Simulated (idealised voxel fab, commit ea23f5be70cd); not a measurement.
Process module name: voxel released beams
FYI the section here is cut, 255 nm wide, cells are 5 nm squares.
We lay out every cross-section as a grid of square cells and spell it out in bands from the top down, where one band means one or more rows of cells. Top, bottom (nm), then materials left to right with widths (nm); lone material tagged "edge to edge" fills the whole band edge to edge; "blank" = empty space. The reference from which all heights are counted is 0, the level beneath which the as-received wafer is entirely one material; the lowest band, having no lower bound, proceeds downward and is written after the example "0 nm and below". Think of "30->40" as a width that walks from the first number to the second as you go down the band, top row to bottom row, taking equal-sized steps from row to row. When a step is marked "no alterations made", none of the cells in the cross-section changed during that step. Heads up: "Catalogued sealed voids" only lists the empty pockets with no open path to the top that are 8 cells or more, and it writes them as width x height at distance, distance from the left edge, in nm. Heads up: the bit after the settings on a step's line is the simulator's remark on that step. overlay nm: for a step with a mask, the amount by which the mask lay right of where it was planned; a negative amount means left of it.
-- Set out below are the planned steps of the process
1,RECEIVE [material Si]
2,CONFORMAL_DEP [material SiN] [thk nm 10]
3,DIRECTIONAL_DEP [material SiO2] [thk nm 15]
4,DIRECTIONAL_DEP [material aC] [thk nm 15]
5,PATTERN [tone open] [mask id ANCHOR] [material resist] [width nm 45] [thk nm 30] [overlay nm 0]
6,DIRECTIONAL_ETCH [etch materials aC] [depth nm 15]
7,STRIP [etch materials resist]
8,DIRECTIONAL_ETCH [etch materials SiO2] [depth nm 15]
9,STRIP [etch materials aC]
10,CONFORMAL_DEP [material TiN] [thk nm 15]
11,MASKED_ETCH [tone cover] [mask id BEAM] [width nm 95] [etch materials TiN] [depth nm 15] [overlay nm 0]
12,STRIP [etch materials SiO2]
-- So this is the incoming wafer in cross-section - it's already been through step 1
    0 nm and below | Si edge to edge
    Catalogued sealed voids: none
-- End-of-module cross-section of the first of two wafers, processed as planned
    40 nm to 25 nm | blank 75 nm; TiN 20 nm; blank 15 nm; TiN 60 nm; blank 85 nm
    25 nm to 10 nm | blank 80 nm; TiN 45 nm; blank 130 nm
    10 nm to 0 nm | SiN edge to edge
    0 nm and below | Si edge to edge
    Catalogued sealed voids: none
-- Cross-section, second wafer: same start as the first, same plan as the first, one mistake in running it; taken at the end of the module
    35 nm to 25 nm | blank 75 nm; TiN 20 nm; blank 15 nm; TiN 60 nm; blank 85 nm
    25 nm to 20 nm | blank 75 nm; TiN 95 nm; blank 85 nm
    20 nm to 10 nm | blank 80 nm; TiN 45 nm; blank 130 nm
    10 nm to 0 nm | SiN edge to edge
    0 nm and below | Si edge to edge
    Catalogued sealed voids: none
The mistake made against the process plan was this: the process deviated at step 3: the operation and settings actually run there were DIRECTIONAL_DEP [material SiO2] [thk nm 10]
Final wafer comparison in cells, second versus first, more or fewer per material: -6 TiN
